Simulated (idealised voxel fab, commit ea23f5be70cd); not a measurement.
Name of the process module below: voxel self aligned vias
Cross-sectional view cut (width: 280 nm; square cell size: 5 nm).
In what follows, cross-sections appear as grids of square cells, described through bands that run from the top down, where every band is one or more rows of cells. Top, bottom (nm), then materials left to right with widths (nm); lone material tagged "everywhere" fills the whole band edge to edge; "air" = empty space. The level at which height equals 0 is the one under which the wafer, as it arrives, is entirely one material. No lower edge exists for the bottom band, which continues downward and is notated as in "0 nm and below". Quick explanation for "30..40": the width changes in equal steps down the rows of cells, from the first number in the band's top row to the second number in its bottom row. Any step labelled "no modifications" changed none of the cells in the cross-section. Voids not open to the top, 8 cells minimum: see "Unvented cavities". Written width x height at distance; distance is from the left edge; nm. That trailing text on a step's line, after the settings, is the simulator's own remark on the step. Steps that use a mask can have "overlay nm" on their line. It says how far the mask sat to the right of where it was meant to be. Negative means to the left.
## So here's the lineup of process steps we planned
- 1: RECEIVE,material Si
- 2: CONFORMAL_DEP,material SiO2,thk nm 15
- 3: CONFORMAL_DEP,material SiCN,thk nm 5
- 4: DIRECTIONAL_DEP,material SiO2,thk nm 25
- 5: DIRECTIONAL_DEP,material aC,thk nm 10
- 6: PATTERN,tone open,mask id LINES,material resist,width nm 30,pitch nm 60,thk nm 25,overlay nm 0
- 7: DIRECTIONAL_ETCH,etch materials aC,depth nm 10
- 8: STRIP,etch materials resist
- 9: DIRECTIONAL_ETCH,etch materials SiO2,depth nm 25
- 10: STRIP,etch materials aC
- 11: CONFORMAL_DEP,material TiN,thk nm 5
- 12: FILL_DEP,material Ru,thk nm 10
- 13: CMP,height nm 45
- 14: SELECTIVE_ETCH,etch materials W Ru TiN,depth nm 5
- 15: FILL_DEP,material SiN,thk nm 10
- 16: CMP,height nm 45
- 17: DIRECTIONAL_DEP,material SiO2,thk nm 20
- 18: DIRECTIONAL_DEP,material aC,thk nm 15
- 19: PATTERN,tone open,mask id VIAS,material resist,width nm 40,pitch nm 120,thk nm 35,overlay nm 0
- 20: DIRECTIONAL_ETCH,etch materials aC,depth nm 15
- 21: STRIP,etch materials resist
- 22: DIRECTIONAL_ETCH,etch materials SiO2,depth nm 20
- 23: DIRECTIONAL_ETCH,etch materials SiN,depth nm 5
- 24: STRIP,etch materials aC
- 25: CONFORMAL_DEP,material TiN,thk nm 5
- 26: FILL_DEP,material Ru,thk nm 5
- 27: CMP,height nm 65
- 28: CONFORMAL_DEP,material SiCN,thk nm 5
## as received, after step 1
    0 nm and below: Si everywhere
    Unvented cavities: none
## Here's the cross-section of the first of our two wafers at the end of the module - it ran as planned
    70 nm to 65 nm: SiCN everywhere
    65 nm to 50 nm: 60 SiO2 / 5 TiN / 30 Ru / 5 TiN / 80 SiO2 / 5 TiN / 30 Ru / 5 TiN / 60 SiO2
    50 nm to 45 nm: 60 SiO2 / 10 TiN / 20 Ru / 10 TiN / 80 SiO2 / 10 TiN / 20 Ru / 10 TiN / 60 SiO2
    45 nm to 40 nm: 65 SiO2 / 30 TiN / 30 SiO2 / 30 SiN / 30 SiO2 / 30 TiN / 65 SiO2
    40 nm to 25 nm: 65 SiO2 / 5 TiN / 20 Ru / 5 TiN / 30 SiO2 / 5 TiN / 20 Ru / 5 TiN / 30 SiO2 / 5 TiN / 20 Ru / 5 TiN / 65 SiO2
    25 nm to 20 nm: 65 SiO2 / 30 TiN / 30 SiO2 / 30 TiN / 30 SiO2 / 30 TiN / 65 SiO2
    20 nm to 15 nm: SiCN everywhere
    15 nm to 0 nm: SiO2 everywhere
    0 nm and below: Si everywhere
    Unvented cavities: none
## Second of two wafers, module complete, sectioned: it shares the first wafer's start and plan but was run with one mistake
    70 nm to 65 nm: SiCN everywhere
    65 nm to 45 nm: 60 SiO2 / 5 TiN / 30 Ru / 5 TiN / 80 SiO2 / 5 TiN / 30 Ru / 5 TiN / 60 SiO2
    45 nm to 40 nm: 60 SiN / 40 TiN / 80 SiN / 40 TiN / 60 SiN
    40 nm to 35 nm: Ru everywhere
    35 nm to 30 nm: 70 TiN / 20 Ru / 40 TiN / 20 Ru / 40 TiN / 20 Ru / 70 TiN
    30 nm to 10 nm: 65 SiO2 / 5 TiN / 20 Ru / 5 TiN / 30 SiO2 / 5 TiN / 20 Ru / 5 TiN / 30 SiO2 / 5 TiN / 20 Ru / 5 TiN / 65 SiO2
    10 nm to 5 nm: 65 SiO2 / 30 TiN / 30 SiO2 / 30 TiN / 30 SiO2 / 30 TiN / 65 SiO2
    5 nm to 0 nm: SiCN everywhere
    0 nm and below: Si everywhere
    Unvented cavities: none
So what did we get wrong on this run? plan step 2 skipped
End of process, cell counts, second wafer against first, materials with more or fewer: +84 Ru; +34 SiN; -168 SiO2; +50 TiN
